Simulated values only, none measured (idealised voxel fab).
process module | voxel spacer lines
cross-section cut | 290 nm wide | cells 5 nm
A cross-section is a grid of square cells, given in bands from the top down. A band is one or more rows of cells.
Each band's line starts with the height of the band's top and of its bottom, in nm. Then come its materials from left to right, each with its width in nm. One material with "throughout" fills the band from edge to edge. "air" is empty space.
Height 0 is the level under which the wafer as received is all one material. The lowest band goes on downwards, as in "0 down".
A width such as "30 to 40" changes by the same amount from each row of cells to the next, from the band's top row to its bottom row.
"no change" after a step means that no cell of the cross-section changed.
closed voids: empty space of 8 cells or more with no open way to the top, each as width x height at its distance from the left edge, in nm
after a step's settings: what the simulator itself notes on the step
overlay nm, on a step with a mask: how far to the right of its planned place the mask lay; to the left if negative
plan
1 op RECEIVE | material Si
2 op CONFORMAL_DEP | material Al2O3 | thk nm 10
3 op DIRECTIONAL_DEP | material W | thk nm 10
4 op DIRECTIONAL_DEP | material polySi | thk nm 30
5 op PATTERN | tone cover | mask id MANDREL | material resist | width nm 20 | pitch nm 60 | thk nm 40 | overlay nm 0
6 op DIRECTIONAL_ETCH | etch materials polySi | depth nm 30
7 op STRIP | etch materials resist
8 op CONFORMAL_DEP | material SiN | thk nm 10
9 op DIRECTIONAL_ETCH | etch materials SiN | depth nm 10
10 op STRIP | etch materials polySi
11 op DIRECTIONAL_ETCH | etch materials W | depth nm 10
12 op STRIP | etch materials SiN
as received, after step 1
  0 down: Si throughout
  closed voids: none
a wafer at the end: this start, this plan, one mistake
  25 to 15: air 95 | W 10 | air 20 | W 10 | air 20 | W 10 | air 20 | W 10 | air 95
  15 to 0: Al2O3 throughout
  0 down: Si throughout
  closed voids: none
what went wrong: step 2 ran as: op CONFORMAL_DEP | material Al2O3 | thk nm 15
